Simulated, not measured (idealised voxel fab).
Herein follows the process module entitled voxel transistor to metal.
Section cut is 160 nm wide and gridded with 5 nm square cells.
Throughout this document, each cross-section is represented as a grid of square cells and is presented as a sequence of bands enumerated from the top downward, where a band comprises one or more rows of cells.
Band: top and bottom heights (nm) first, top before bottom; then materials from left to right, widths in nm. "throughout" marks a sole material filling the band edge to edge. "empty" denotes empty space.
Measure heights from 0. That's the level where, below it, the as-received wafer is all one material. The lowest band is bottomless and extends downward; write it as in "0 and below".
A width given as "30..40" starts at the first number in the band's top row and ends at the second number in its bottom row, shifting by an equal amount at every step from row to row.
You'll sometimes find "no change" written for a step, and that's the way of saying that nowhere in the cross-section did a cell change during that step.
"Closed empty spaces" means: voids of 8 cells or more that are shut off from the top with no open way through. Written width x height at distance, distance from the left edge, in nm.
Whatever follows a step's settings on its line is a remark the simulator itself makes about that step.
"overlay nm" answers the question of how far to the right of plan the mask lay on a step that has a mask, and when it is negative the answer is to the left.

These are the steps we planned for the process
1: op RECEIVE | material Si
2: op CONFORMAL_DEP | material SiO2 | thk nm 5
3: op CONFORMAL_DEP | material SiN | thk nm 10
4: op MASKED_ETCH | tone cover | mask id ACTIVE | width nm 125 | etch materials SiN | depth nm 10 | overlay nm 0
5: op MASKED_ETCH | tone cover | mask id ACTIVE | width nm 125 | etch materials SiO2 | depth nm 5 | overlay nm 0
6: op MASKED_ETCH | tone cover | mask id ACTIVE | width nm 125 | etch materials Si | depth nm 20 | overlay nm 0
7: op OXIDIZE | depth nm 5
8: op FILL_DEP | material SiO2 | thk nm 5
9: op CMP | height nm 15
10: op SELECTIVE_ETCH | etch materials SiO2 | depth nm 10
11: op STRIP | etch materials SiN
12: op SELECTIVE_ETCH | etch materials SiO2 | depth nm 5
13: op OXIDIZE | depth nm 5
14: op DIRECTIONAL_DEP | material polySi | thk nm 25
15: op DIRECTIONAL_DEP | material SiCN | thk nm 15
16: op PATTERN | tone cover | mask id GATE | material resist | width nm 35 | thk nm 15 | overlay nm 0
17: op DIRECTIONAL_ETCH | etch materials SiCN | depth nm 25
18: op DIRECTIONAL_ETCH | etch materials polySi | depth nm 35
19: op STRIP | etch materials resist
20: op CONFORMAL_DEP | material SiO2 | thk nm 5
21: op DIRECTIONAL_ETCH | etch materials SiO2 | depth nm 5
22: op CONFORMAL_DEP | material SiN | thk nm 10
23: op DIRECTIONAL_ETCH | etch materials SiN | depth nm 10
24: op DIRECTIONAL_ETCH | etch materials SiO2 | depth nm 5
25: op EPI | material SiGe | thk nm 5
26: op FILL_DEP | material SiO2 | thk nm 5
27: op CMP | height nm 25
28: op STRIP | etch materials polySi
29: op SELECTIVE_ETCH | etch materials SiO2 | depth nm 5
30: op CONFORMAL_DEP | material HfO2 | thk nm 5
31: op CONFORMAL_DEP | material TiN | thk nm 5
32: op FILL_DEP | material W | thk nm 10
33: op CMP | height nm 20
34: op DIRECTIONAL_DEP | material SiO2 | thk nm 15
35: op MASKED_ETCH | tone open | mask id CONTACT | width nm 20 | pitch nm 85 | etch materials SiO2 | depth nm 35 | overlay nm 0
36: op CONFORMAL_DEP | material TiN | thk nm 5
37: op FILL_DEP | material Ru | thk nm 5
38: op CMP | height nm 35
39: op CONFORMAL_DEP | material SiCN | thk nm 5
40: op DIRECTIONAL_DEP | material SiO2 | thk nm 20
41: op DIRECTIONAL_DEP | material aC | thk nm 10
42: op PATTERN | tone open | mask id METAL_1 | material resist | width nm 20 | pitch nm 85 | thk nm 25 | overlay nm 0
43: op DIRECTIONAL_ETCH | etch materials aC | depth nm 10
44: op STRIP | etch materials resist
45: op DIRECTIONAL_ETCH | etch materials SiO2 | depth nm 20
46: op DIRECTIONAL_ETCH | etch materials SiCN | depth nm 5
47: op STRIP | etch materials aC
48: op CONFORMAL_DEP | material TiN | thk nm 5
49: op FILL_DEP | material Cu | thk nm 5
50: op CMP | height nm 60
51: op CONFORMAL_DEP | material SiCN | thk nm 5
52: op DIRECTIONAL_DEP | material lowk | thk nm 25
53: op PATTERN | tone open | mask id METAL_2 | material resist | width nm 20 | pitch nm 85 | thk nm 20 | overlay nm 0
54: op DIRECTIONAL_ETCH | etch materials lowk | depth nm 15
55: op STRIP | etch materials resist
56: op MASKED_ETCH | tone open | mask id METAL_2_HOLES | width nm 15 | pitch nm 85 | etch materials lowk | depth nm 10 | overlay nm 0
57: op MASKED_ETCH | tone open | mask id METAL_2_HOLES | width nm 15 | pitch nm 85 | etch materials SiCN | depth nm 5 | overlay nm 0
58: op CONFORMAL_DEP | material TiN | thk nm 5
59: op FILL_DEP | material Cu | thk nm 10
60: op CMP | height nm 90
61: op CONFORMAL_DEP | material SiN | thk nm 5

Wafer as received: cross-section following step 1
	0 and below: Si throughout
	Closed empty spaces: none

Wafer at module end, in section. Began as above, planned as above, run with one mistake
	95 down to 90: SiN throughout
	90 down to 80: lowk (20)  TiN (5..10)  Cu (15..10)  TiN (5)  lowk (60)  TiN (5..10)  Cu (15..10)  TiN (5)  lowk (30)
	80 down to 70: lowk (25)  TiN (5)  Cu (10)  TiN (5)  lowk (65)  TiN (5)  Cu (10)  TiN (5)  lowk (30)
	70 down to 65: lowk (25)  TiN (5)  Cu (5)  TiN (10)  lowk (65)  TiN (5)  Cu (5)  TiN (10)  lowk (30)
	65 down to 60: SiCN (25)  TiN (15)  SiCN (70)  TiN (15)  SiCN (35)
	60 down to 40: SiO2 (25)  TiN (5)  Cu (10)  TiN (5)  SiO2 (65)  TiN (5)  Cu (10)  TiN (5)  SiO2 (30)
	40 down to 35: SiCN (25)  TiN (20)  SiCN (65)  TiN (20)  SiCN (30)
	35 down to 20: SiO2 (25)  TiN (5)  Ru (10)  TiN (5)  SiO2 (65)  TiN (5)  Ru (10)  TiN (5)  SiO2 (30)
	20 down to 5: SiO2 (25)  TiN (5)  Ru (10)  TiN (5)  SiN (10)  HfO2 (5)  TiN (5)  W (25)  TiN (5)  HfO2 (5)  SiN (10)  TiN (5)  Ru (10)  TiN (5)  SiO2 (30)
	5 down to 0: SiO2 (25)  TiN (20)  SiN (10)  HfO2 (5)  TiN (35)  HfO2 (5)  SiN (10)  TiN (20)  SiO2 (30)
	0 down to -5: SiO2 (15)  SiGe (30)  SiO2 (10)  HfO2 (45)  SiO2 (10)  SiGe (30)  SiO2 (20)
	-5 down to -25: SiO2 (20)  Si (115)  SiO2 (25)
	-25 and below: Si throughout
	Closed empty spaces: none
Short version of what went wrong: step 56 ran differently from the plan; actual operation with settings: op MASKED_ETCH | tone open | mask id METAL_2_HOLES | width nm 25 | pitch nm 85 | etch materials lowk | depth nm 10 | overlay nm 0
